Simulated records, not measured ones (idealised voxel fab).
This is a process module. Its name is voxel double patterning.
Displayed cross-section: cut, width of 190 nm, square cells sized 5 nm.
Cross-section spec: square-cell grid; bands listed top down; each band is one or more rows. Within each band entry, the heights of the top and of the bottom of the band appear first, in that order and in nm; the materials of the band then follow from left to right, each with its corresponding width in nm. The designation "full width" on a single material indicates that it fills the band from edge to edge; the designation "blank" indicates empty space. A quick word on heights: they are counted from 0, and under that level the wafer as it came to us is one material throughout. The lowest band is different from the rest in having no bottom; it simply continues downward, written as in "0 down". Think of "30->40" as a width that walks from the first number to the second as you go down the band, top row to bottom row, taking equal-sized steps from row to row. For the purposes of this document, the phrase "nothing got changed" attached to a step denotes that no cell within the cross-section was modified by that step. This entry, "Fully enclosed voids", enumerates those empty regions of no fewer than 8 cells that possess no open connection to the top. Each region is reported in the form width x height at distance, the distance being taken from the left edge, with all three quantities expressed in nm. Formally, on a step line, whatever follows the settings is a remark that the simulator itself makes on the step. If you see "overlay nm" on a step's line and that step has a mask, it's telling you how far right of where it was planned the mask ended up; a negative number means it went left instead.

These are the steps we planned for the process:
| 1 | RECEIVE,material Si |
| 2 | CONFORMAL_DEP,material SiO2,thk nm 10 |
| 3 | DIRECTIONAL_DEP,material polySi,thk nm 10 |
| 4 | DIRECTIONAL_DEP,material SiCN,thk nm 10 |
| 5 | PATTERN,tone open,mask id FIRST,material resist,width nm 15,pitch nm 50,thk nm 20,overlay nm 0 |
| 6 | DIRECTIONAL_ETCH,etch materials SiCN,depth nm 10 |
| 7 | STRIP,etch materials resist |
| 8 | MASKED_ETCH,tone open,mask id SECOND,width nm 15,etch materials SiCN,depth nm 10,overlay nm 0 |
| 9 | DIRECTIONAL_ETCH,etch materials polySi,depth nm 10 |
| 10 | STRIP,etch materials SiCN |

On the first of the two wafers: run conducted according to plan:

Cross-section of the incoming wafer, state after step 1:
	0 down  Si full width
	Fully enclosed voids: none

You're looking at a cross-section of the wafer after step 2:
	10 to 0  SiO2 full width
	For the remainder of the cross-section, below 0, there is no change.

You're looking at a cross-section of the wafer after step 3:
	20 to 10  polySi full width
	For the remainder of the cross-section, below 10, there is no change.

You're looking at a cross-section of the wafer after step 4:
	30 to 20  SiCN full width
	For the remainder of the cross-section, below 20, there is no change.

You're looking at a cross-section of the wafer after step 5:
	50 to 30  resist=60  blank=15  resist=35  blank=15  resist=65
	For the remainder of the cross-section, below 30, there is no change.

You're looking at a cross-section of the wafer after step 6:
	50 to 30  resist=60  blank=15  resist=35  blank=15  resist=65
	30 to 20  SiCN=60  blank=15  SiCN=35  blank=15  SiCN=65
	For the remainder of the cross-section, below 20, there is no change.

You're looking at a cross-section of the wafer after step 7:
	30 to 20  SiCN=60  blank=15  SiCN=35  blank=15  SiCN=65
	For the remainder of the cross-section, below 20, there is no change.

You're looking at a cross-section of the wafer after step 8:
	30 to 20  SiCN=60  blank=15  SiCN=10  blank=15  SiCN=10  blank=15  SiCN=65
	For the remainder of the cross-section, below 20, there is no change.

You're looking at a cross-section of the wafer after step 9:
	30 to 20  SiCN=60  blank=15  SiCN=10  blank=15  SiCN=10  blank=15  SiCN=65
	20 to 10  polySi=60  blank=15  polySi=10  blank=15  polySi=10  blank=15  polySi=65
	For the remainder of the cross-section, below 10, there is no change.

You're looking at a cross-section of the wafer after step 10:
	20 to 10  polySi=60  blank=15  polySi=10  blank=15  polySi=10  blank=15  polySi=65
	For the remainder of the cross-section, below 10, there is no change.

The second wafer began exactly as the first did and followed the same plan, but one mistake was made while running it; through step 7 inclusive, the two wafers are identical:

when step 8 should have ended:
	30 to 20  blank=85  SiCN=15  blank=90
	For the remainder of the cross-section, below 20, there is no change.

when step 9 should have ended:
	30 to 20  blank=85  SiCN=15  blank=90
	20 to 10  blank=85  polySi=15  blank=90
	For the remainder of the cross-section, below 10, there is no change.

when step 10 should have ended:
	20 to 10  blank=85  polySi=15  blank=90
	For the remainder of the cross-section, below 10, there is no change.
Plan not followed: step 8, actual vs plan mismatch, actual run MASKED_ETCH,tone cover,mask id SECOND,width nm 15,etch materials SiCN,depth nm 10,overlay nm 0
The closing comparison, in cells, has the second wafer with more or fewer of some materials than the first: polySi -52
